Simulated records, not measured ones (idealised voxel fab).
Process module under the name voxel lift off
For reference, the cross-section in this document is cut, with width 250 nm and square cells of 5 nm.
How to read a cross-section here: the picture is a grid of square cells, written as bands going from the top down, and any band can span one or more rows of cells. Heights first: top, then bottom, in nm. Then materials, left to right, each with a width in nm. "edge to edge" on a single material: fills the band edge to edge. "empty": empty space. Heads up on the height convention: 0 is the point under which the incoming wafer is all one material, and the lowest band has no bottom, it just keeps going down, like "0..down". The notation "30..40" denotes a width that varies across the rows of cells in the band, beginning at the first number in the top row, finishing at the second number in the bottom row, and changing by an identical amount from each row to the next. The cross-section has no changed cell in any step marked "no change occurred". Reported under the label "Internal closed voids" are the empty spaces having no open way to the top and comprising 8 cells or more; the notation for each is width x height at distance, in which the distance is measured from the left edge and all three values are in nm. Note: text after step settings on the step line = simulator remark on that step. Among the settings permitted on a step's line is "overlay nm"; applied to a step with a mask, it specifies the extent to which the mask lay to the right of its planned position, whereas a negative figure signifies a position to the left.

## Intended process steps
step 1: RECEIVE with material Si
step 2: CONFORMAL_DEP with material SiN, thk nm 15
step 3: PATTERN with tone open, mask id LINES, material resist, width nm 30, pitch nm 50, thk nm 25, overlay nm 0
step 4: DIRECTIONAL_DEP with material Ru, thk nm 15
step 5: STRIP with etch materials resist
step 6: CONFORMAL_DEP with material SiCN, thk nm 10

## As-received wafer cross-section (after step 1)
  0..down | Si edge to edge
  Internal closed voids: none

## Looking at the first of two wafers in cross-section at end of module - ran to plan
  40..30 | 25 nm empty, 200 nm SiCN, 25 nm empty
  30..25 | 25 nm empty, 10 nm SiCN, 30 nm Ru, 20 nm SiCN, 30 nm Ru, 20 nm SiCN, 30 nm Ru, 20 nm SiCN, 30 nm Ru, 10 nm SiCN, 25 nm empty
  25..15 | 35 nm SiCN, 30 nm Ru, 20 nm SiCN, 30 nm Ru, 20 nm SiCN, 30 nm Ru, 20 nm SiCN, 30 nm Ru, 35 nm SiCN
  15..0 | SiN edge to edge
  0..down | Si edge to edge
  Internal closed voids: none

## second wafer at the end: like start, like plan, one mistake
  40..30 | 30 nm empty, 40 nm SiCN, 10 nm empty, 40 nm SiCN, 10 nm empty, 40 nm SiCN, 10 nm empty, 40 nm SiCN, 30 nm empty
  30..25 | 30 nm empty, 10 nm SiCN, 20 nm Ru, 10 nm SiCN, 10 nm empty, 10 nm SiCN, 20 nm Ru, 10 nm SiCN, 10 nm empty, 10 nm SiCN, 20 nm Ru, 10 nm SiCN, 10 nm empty, 10 nm SiCN, 20 nm Ru, 10 nm SiCN, 30 nm empty
  25..15 | 40 nm SiCN, 20 nm Ru, 30 nm SiCN, 20 nm Ru, 30 nm SiCN, 20 nm Ru, 30 nm SiCN, 20 nm Ru, 40 nm SiCN
  15..0 | SiN edge to edge
  0..down | Si edge to edge
  Internal closed voids: none
Where did the run depart from the plan? so step 3 ended up running with a different setting than we planned, it ran as PATTERN with tone open, mask id LINES, material resist, width nm 20, pitch nm 50, thk nm 25, overlay nm 0
The final cell counts differ between the wafers, with the second having more or fewer of some materials than the first: Ru -24
